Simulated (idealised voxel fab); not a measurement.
process module | voxel self aligned contacts
cross-section cut | 290 nm wide | cells 5 nm
A cross-section is a grid of square cells, given in bands from the top down. A band is one or more rows of cells.
Each band's line starts with the height of the band's top and of its bottom, in nm. Then come its materials from left to right, each with its width in nm. One material with "throughout" fills the band from edge to edge. "air" is empty space.
Height 0 is the level under which the wafer as received is all one material. The lowest band goes on downwards, as in "0 down".
A width such as "30 to 40" changes by the same amount from each row of cells to the next, from the band's top row to its bottom row.
"no change" after a step means that no cell of the cross-section changed.
closed voids: empty space of 8 cells or more with no open way to the top, each as width x height at its distance from the left edge, in nm
after a step's settings: what the simulator itself notes on the step
overlay nm, on a step with a mask: how far to the right of its planned place the mask lay; to the left if negative
plan
1 op RECEIVE | material Si
2 op OXIDIZE | depth nm 5
3 op DIRECTIONAL_DEP | material polySi | thk nm 20
4 op DIRECTIONAL_DEP | material SiN | thk nm 20
5 op DIRECTIONAL_DEP | material aC | thk nm 15
6 op PATTERN | tone cover | mask id GATE | material resist | width nm 30 | pitch nm 70 | thk nm 30 | overlay nm 0
7 op DIRECTIONAL_ETCH | etch materials aC | depth nm 15
8 op STRIP | etch materials resist
9 op DIRECTIONAL_ETCH | etch materials SiN | depth nm 20
10 op DIRECTIONAL_ETCH | etch materials polySi | depth nm 20
11 op STRIP | etch materials aC
12 op CONFORMAL_DEP | material SiN | thk nm 10
13 op DIRECTIONAL_ETCH | etch materials SiN | depth nm 10
14 op FILL_DEP | material SiO2 | thk nm 20
15 op CMP | height nm 50
16 op DIRECTIONAL_DEP | material aC | thk nm 15
17 op PATTERN | tone open | mask id CONTACT | material resist | width nm 50 | thk nm 30 | overlay nm 0
18 op DIRECTIONAL_ETCH | etch materials aC | depth nm 15
19 op STRIP | etch materials resist
20 op DIRECTIONAL_ETCH | etch materials SiO2 | depth nm 55
21 op STRIP | etch materials aC
22 op CONFORMAL_DEP | material TiN | thk nm 5
23 op FILL_DEP | material Ru | thk nm 10
24 op CMP | height nm 50
25 op CONFORMAL_DEP | material SiN | thk nm 5
as received, after step 1
  0 down: Si throughout
  closed voids: none
a wafer at the end: this start, this plan, one mistake
  55 to 50: SiN throughout
  50 to 40: SiO2 120 | TiN 5 to 20 | Ru 40 to 10 | TiN 5 to 20 | SiO2 120
  40 to 20: SiO2 85 | SiN 50 | TiN 5 | Ru 10 | TiN 5 | SiN 50 | SiO2 85
  20 to 15: SiO2 85 | SiN 10 | polySi 30 | SiN 10 | TiN 5 | Ru 10 | TiN 5 | SiN 10 | polySi 30 | SiN 10 | SiO2 85
  15 to 10: SiO2 85 | SiN 10 | polySi 30 | SiN 10 | TiN 20 | SiN 10 | polySi 30 | SiN 10 | SiO2 85
  10 to 0: SiN 95 | polySi 30 | SiN 40 | polySi 30 | SiN 95
  0 to -5: SiO2 throughout
  -5 down: Si throughout
  closed voids: none
what went wrong: steps 12 and 13 were swapped
